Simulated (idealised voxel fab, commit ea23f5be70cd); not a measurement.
process module | voxel tone inversion
Cross-section cut: width 210 nm, square cells of 5 nm.
Cross-sections here: square-cell grids, written as top-down lists of bands, a band being one or more rows of cells. Top, bottom (nm), then materials left to right with widths (nm); lone material tagged "full width" fills the whole band edge to edge; "air" = empty space. Heads up on the height convention: 0 is the point under which the incoming wafer is all one material, and the lowest band has no bottom, it just keeps going down, like "z 0 and below". It should be noted that a width expressed as "30..40" varies in equal increments from row to row of cells within the band, taking the value of the first number at the top row and that of the second number at the bottom row. Reading "same as before" for a step: not a cell of the cross-section changed in it. "Sealed cavities": sealed empty spaces, 8 cells or more, no open way to top, listed width x height at distance, with distance from the left edge and width, height and distance in nm. It should be noted that, on the line of a given step, the content following the step's settings is a remark produced by the simulator itself with respect to that step. Steps that use a mask can have "overlay nm" on their line. It says how far the mask sat to the right of where it was meant to be. Negative means to the left.

### The planned process steps are enumerated hereunder
| 1 | RECEIVE [material Si] |
| 2 | CONFORMAL_DEP [material SiN] [thk nm 10] |
| 3 | DIRECTIONAL_DEP [material aC] [thk nm 25] |
| 4 | PATTERN [tone cover] [mask id POSTS] [material resist] [width nm 20] [pitch nm 40] [thk nm 30] [overlay nm 0] |
| 5 | DIRECTIONAL_ETCH [etch materials aC] [depth nm 25] |
| 6 | STRIP [etch materials resist] |
| 7 | FILL_DEP [material lowk] [thk nm 10] |
| 8 | CMP [height nm 35] |
| 9 | STRIP [etch materials aC] |
| 10 | CONFORMAL_DEP [material TiN] [thk nm 5] |
| 11 | FILL_DEP [material W] [thk nm 5] |
| 12 | CMP [height nm 35] |
| 13 | CONFORMAL_DEP [material SiCN] [thk nm 5] |

### The following pertains to the first of two wafers, which was processed as planned

### Cross-section, incoming material, after step 1
z 0 and below = Si full width
Sealed cavities: none

### Cross-section of the wafer subsequent to step 2
z 10 to 0 = SiN full width
Under 0: no change, same as before.

### Cross-section of the wafer subsequent to step 3
z 35 to 10 = aC full width
Under 10: no change, same as before.

### Cross-section of the wafer subsequent to step 4
z 65 to 35 = air (75)  resist (20)  air (20)  resist (20)  air (75)
Under 35: no change, same as before.

### Cross-section of the wafer subsequent to step 5
z 40 to 35 = air (75)  resist (20)  air (20)  resist (20)  air (75)
z 35 to 10 = air (75)  aC (20)  air (20)  aC (20)  air (75)
Under 10: no change, same as before.

### Cross-section of the wafer subsequent to step 6
z 35 to 10 = air (75)  aC (20)  air (20)  aC (20)  air (75)
Under 10: no change, same as before.

### Cross-section of the wafer subsequent to step 7
z 45 to 35 = lowk full width
z 35 to 10 = lowk (75)  aC (20)  lowk (20)  aC (20)  lowk (75)
Under 10: no change, same as before.

### Cross-section of the wafer subsequent to step 8
z 35 to 10 = lowk (75)  aC (20)  lowk (20)  aC (20)  lowk (75)
Under 10: no change, same as before.

### Cross-section of the wafer subsequent to step 9
z 35 to 10 = lowk (75)  air (20)  lowk (20)  air (20)  lowk (75)
Under 10: no change, same as before.

### Cross-section of the wafer subsequent to step 10
z 40 to 35 = TiN (80)  air (10)  TiN (30)  air (10)  TiN (80)
z 35 to 15 = lowk (75)  TiN (5)  air (10)  TiN (5)  lowk (20)  TiN (5)  air (10)  TiN (5)  lowk (75)
z 15 to 10 = lowk (75)  TiN (20)  lowk (20)  TiN (20)  lowk (75)
Under 10: no change, same as before.

### Cross-section of the wafer subsequent to step 11
z 45 to 40 = W full width
z 40 to 35 = TiN (80)  W (10)  TiN (30)  W (10)  TiN (80)
z 35 to 15 = lowk (75)  TiN (5)  W (10)  TiN (5)  lowk (20)  TiN (5)  W (10)  TiN (5)  lowk (75)
Under 15: no change, same as before.

### Cross-section of the wafer subsequent to step 12
z 35 to 15 = lowk (75)  TiN (5)  W (10)  TiN (5)  lowk (20)  TiN (5)  W (10)  TiN (5)  lowk (75)
Under 15: no change, same as before.

### Cross-section of the wafer subsequent to step 13
z 40 to 35 = SiCN full width
Under 35: no change, same as before.

### Second wafer, same starting conditions and recipe as the first, one mistake in executing it, nothing differs from the first up to and including step 1

### At the planned end of step 2, the second wafer in cross-section
z 5 to 0 = SiN full width
Under 0: no change, same as before.

### At the planned end of step 3, the second wafer in cross-section
z 30 to 5 = aC full width
Under 5: no change, same as before.

### At the planned end of step 4, the second wafer in cross-section
z 60 to 30 = air (75)  resist (20)  air (20)  resist (20)  air (75)
Under 30: no change, same as before.

### At the planned end of step 5, the second wafer in cross-section
z 35 to 30 = air (75)  resist (20)  air (20)  resist (20)  air (75)
z 30 to 5 = air (75)  aC (20)  air (20)  aC (20)  air (75)
Under 5: no change, same as before.

### At the planned end of step 6, the second wafer in cross-section
z 30 to 5 = air (75)  aC (20)  air (20)  aC (20)  air (75)
Under 5: no change, same as before.

### At the planned end of step 7, the second wafer in cross-section
z 40 to 30 = lowk full width
z 30 to 5 = lowk (75)  aC (20)  lowk (20)  aC (20)  lowk (75)
Under 5: no change, same as before.

### At the planned end of step 8, the second wafer in cross-section
z 35 to 30 = lowk full width
Under 30: no change, same as before.

At the planned end of step 9, the second wafer in cross-section: same as before

### At the planned end of step 10, the second wafer in cross-section
z 40 to 35 = TiN full width
Under 35: no change, same as before.

### At the planned end of step 11, the second wafer in cross-section
z 45 to 40 = W full width
Under 40: no change, same as before.

### At the planned end of step 12, the second wafer in cross-section
z 35 to 30 = lowk full width
Under 30: no change, same as before.

### At the planned end of step 13, the second wafer in cross-section
z 40 to 35 = SiCN full width
Under 35: no change, same as before.
The mistake made against the process plan was this: step 2 ran as: CONFORMAL_DEP [material SiN] [thk nm 5]
FYI, end of process, the second wafer has more or fewer cells of some materials than the first: 42 fewer of SiN | 24 fewer of TiN | 16 fewer of W | 40 more of aC | 42 more of lowk
